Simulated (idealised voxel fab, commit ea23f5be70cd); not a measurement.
Proc. module: voxel air gaps
Shown is cross-section cut, with a width of 210 nm and square cells of size 5 nm.
Square cells in a grid make up a cross-section in this document, and the grid is given as bands, listed from the top down, each one or more rows of cells.
In this notation a band is specified by the heights of its top and bottom, in that order and in nm, after which its materials appear from left to right, each paired with its width in nm. The word "everywhere" attached to a single material means that material fills the band from edge to edge; the word "air" stands for empty space.
Height 0 is the level under which the wafer as received is all one material. The lowest band goes on downwards, as in "0 -> down".
When a width is written as two numbers, as in "30 to 40", the first number is the width in the top row of cells of the band and the second is the width in its bottom row, and the width changes by the same amount from each row to the next.
Where a step carries "remains unaltered", the cross-section came out of it unchanged, cell for cell.
Under "Catalogued sealed voids" you'll find the enclosed gaps, the ones with no way out to the top, that are 8 cells or bigger; each reads width x height at distance, with distance counted from the left edge, everything in nm.
On a step's line, text after the settings is the simulator commenting on that step.
A step line may carry the setting "overlay nm", which, for steps involving a mask, states the distance by which the mask lay to the right of its intended position; negative values denote displacement to the left.

# Below is the list of planned process steps
1 RECEIVE with material Si
2 CONFORMAL_DEP with material SiO2, thk nm 15
3 CONFORMAL_DEP with material SiCN, thk nm 5
4 DIRECTIONAL_DEP with material lowk, thk nm 40
5 PATTERN with tone open, mask id LINES, material resist, width nm 20, pitch nm 45, thk nm 20, overlay nm 0
6 DIRECTIONAL_ETCH with etch materials lowk, depth nm 40
7 STRIP with etch materials resist
8 CONFORMAL_DEP with material TiN, thk nm 5
9 FILL_DEP with material W, thk nm 10
10 CMP with height nm 60
11 EPI with material Ru, thk nm 10
12 SELECTIVE_ETCH with etch materials lowk, depth nm 50
13 CONFORMAL_DEP with material SiCN, thk nm 5

# The first wafer of two, processed as planned

# Step 1 complete: cross-section of the wafer as received
0 -> down | Si everywhere
Catalogued sealed voids: none

# The wafer in cross-section once step 2 is complete
15 -> 0 | SiO2 everywhere
Rest of section, below 0: as before.

# The wafer in cross-section once step 3 is complete
20 -> 15 | SiCN everywhere
Rest of section, below 15: as before.

# The wafer in cross-section once step 4 is complete
60 -> 20 | lowk everywhere
Rest of section, below 20: as before.

# The wafer in cross-section once step 5 is complete
80 -> 60 | resist (50) / air (20) / resist (25) / air (20) / resist (25) / air (20) / resist (50)
Rest of section, below 60: as before.

# The wafer in cross-section once step 6 is complete
80 -> 60 | resist (50) / air (20) / resist (25) / air (20) / resist (25) / air (20) / resist (50)
60 -> 20 | lowk (50) / air (20) / lowk (25) / air (20) / lowk (25) / air (20) / lowk (50)
Rest of section, below 20: as before.

# The wafer in cross-section once step 7 is complete
60 -> 20 | lowk (50) / air (20) / lowk (25) / air (20) / lowk (25) / air (20) / lowk (50)
Rest of section, below 20: as before.

# The wafer in cross-section once step 8 is complete
65 -> 60 | TiN (55) / air (10) / TiN (35) / air (10) / TiN (35) / air (10) / TiN (55)
60 -> 25 | lowk (50) / TiN (5) / air (10) / TiN (5) / lowk (25) / TiN (5) / air (10) / TiN (5) / lowk (25) / TiN (5) / air (10) / TiN (5) / lowk (50)
25 -> 20 | lowk (50) / TiN (20) / lowk (25) / TiN (20) / lowk (25) / TiN (20) / lowk (50)
Rest of section, below 20: as before.

# The wafer in cross-section once step 9 is complete
75 -> 65 | W everywhere
65 -> 60 | TiN (55) / W (10) / TiN (35) / W (10) / TiN (35) / W (10) / TiN (55)
60 -> 25 | lowk (50) / TiN (5) / W (10) / TiN (5) / lowk (25) / TiN (5) / W (10) / TiN (5) / lowk (25) / TiN (5) / W (10) / TiN (5) / lowk (50)
Rest of section, below 25: as before.

# The wafer in cross-section once step 10 is complete
60 -> 25 | lowk (50) / TiN (5) / W (10) / TiN (5) / lowk (25) / TiN (5) / W (10) / TiN (5) / lowk (25) / TiN (5) / W (10) / TiN (5) / lowk (50)
Rest of section, below 25: as before.

# The wafer in cross-section once step 11 is complete
70 -> 60 | air (40) / Ru (40) / air (5) / Ru (40) / air (5) / Ru (40) / air (40)
Rest of section, below 60: as before.

# The wafer in cross-section once step 12 is complete
70 -> 60 | air (40) / Ru (40) / air (5) / Ru (40) / air (5) / Ru (40) / air (40)
60 -> 25 | air (50) / TiN (5) / W (10) / TiN (5) / air (25) / TiN (5) / W (10) / TiN (5) / air (25) / TiN (5) / W (10) / TiN (5) / air (50)
25 -> 20 | air (50) / TiN (20) / air (25) / TiN (20) / air (25) / TiN (20) / air (50)
Rest of section, below 20: as before.

# The wafer in cross-section once step 13 is complete
75 -> 70 | air (35) / SiCN (140) / air (35)
70 -> 60 | air (35) / SiCN (5) / Ru (40) / SiCN (5) / Ru (40) / SiCN (5) / Ru (40) / SiCN (5) / air (35)
60 -> 55 | air (35) / SiCN (15) / TiN (5) / W (10) / TiN (5) / SiCN (25) / TiN (5) / W (10) / TiN (5) / SiCN (25) / TiN (5) / W (10) / TiN (5) / SiCN (15) / air (35)
55 -> 25 | air (45) / SiCN (5) / TiN (5) / W (10) / TiN (5) / SiCN (5) / air (15) / SiCN (5) / TiN (5) / W (10) / TiN (5) / SiCN (5) / air (15) / SiCN (5) / TiN (5) / W (10) / TiN (5) / SiCN (5) / air (45)
25 -> 20 | SiCN (50) / TiN (20) / SiCN (25) / TiN (20) / SiCN (25) / TiN (20) / SiCN (50)
Rest of section, below 20: as before.
Catalogued sealed voids: 15 x 30 at 75; 15 x 30 at 120

# Second wafer. Start and plan as for the first. One mistake made in running. Agrees with the first up to and including step 4

# when step 5 should have ended
80 -> 60 | resist (55) / air (15) / resist (30) / air (15) / resist (30) / air (15) / resist (50)
Rest of section, below 60: as before.

# when step 6 should have ended
80 -> 60 | resist (55) / air (15) / resist (30) / air (15) / resist (30) / air (15) / resist (50)
60 -> 20 | lowk (55) / air (15) / lowk (30) / air (15) / lowk (30) / air (15) / lowk (50)
Rest of section, below 20: as before.

# when step 7 should have ended
60 -> 20 | lowk (55) / air (15) / lowk (30) / air (15) / lowk (30) / air (15) / lowk (50)
Rest of section, below 20: as before.

# when step 8 should have ended
65 -> 60 | TiN (60) / air (5) / TiN (40) / air (5) / TiN (40) / air (5) / TiN (55)
60 -> 25 | lowk (55) / TiN (5) / air (5) / TiN (5) / lowk (30) / TiN (5) / air (5) / TiN (5) / lowk (30) / TiN (5) / air (5) / TiN (5) / lowk (50)
25 -> 20 | lowk (55) / TiN (15) / lowk (30) / TiN (15) / lowk (30) / TiN (15) / lowk (50)
Rest of section, below 20: as before.

# when step 9 should have ended
75 -> 65 | W everywhere
65 -> 60 | TiN (60) / W (5) / TiN (40) / W (5) / TiN (40) / W (5) / TiN (55)
60 -> 25 | lowk (55) / TiN (5) / W (5) / TiN (5) / lowk (30) / TiN (5) / W (5) / TiN (5) / lowk (30) / TiN (5) / W (5) / TiN (5) / lowk (50)
Rest of section, below 25: as before.

# when step 10 should have ended
60 -> 25 | lowk (55) / TiN (5) / W (5) / TiN (5) / lowk (30) / TiN (5) / W (5) / TiN (5) / lowk (30) / TiN (5) / W (5) / TiN (5) / lowk (50)
Rest of section, below 25: as before.

# when step 11 should have ended
70 -> 60 | air (45) / Ru (35) / air (10) / Ru (35) / air (10) / Ru (35) / air (40)
Rest of section, below 60: as before.

# when step 12 should have ended
70 -> 60 | air (45) / Ru (35) / air (10) / Ru (35) / air (10) / Ru (35) / air (40)
60 -> 25 | air (55) / TiN (5) / W (5) / TiN (5) / air (30) / TiN (5) / W (5) / TiN (5) / air (30) / TiN (5) / W (5) / TiN (5) / air (50)
25 -> 20 | air (55) / TiN (15) / air (30) / TiN (15) / air (30) / TiN (15) / air (50)
Rest of section, below 20: as before.

# when step 13 should have ended
75 -> 70 | air (40) / SiCN (135) / air (35)
70 -> 60 | air (40) / SiCN (5) / Ru (35) / SiCN (10) / Ru (35) / SiCN (10) / Ru (35) / SiCN (5) / air (35)
60 -> 55 | air (40) / SiCN (15) / TiN (5) / W (5) / TiN (5) / SiCN (30) / TiN (5) / W (5) / TiN (5) / SiCN (30) / TiN (5) / W (5) / TiN (5) / SiCN (15) / air (35)
55 -> 25 | air (50) / SiCN (5) / TiN (5) / W (5) / TiN (5) / SiCN (5) / air (20) / SiCN (5) / TiN (5) / W (5) / TiN (5) / SiCN (5) / air (20) / SiCN (5) / TiN (5) / W (5) / TiN (5) / SiCN (5) / air (45)
25 -> 20 | SiCN (55) / TiN (15) / SiCN (30) / TiN (15) / SiCN (30) / TiN (15) / SiCN (50)
Rest of section, below 20: as before.
Catalogued sealed voids: 20 x 30 at 75; 20 x 30 at 120
Processing error: off-plan run, step 5, actual operation and settings PATTERN with tone open, mask id LINES, material resist, width nm 15, pitch nm 45, thk nm 20, overlay nm 0
In the final state, the cell counts of the second wafer exceed or fall short of those of the first for the following materials: Ru: 6 fewer; SiCN: 8 more; TiN: 3 fewer; W: 21 fewer
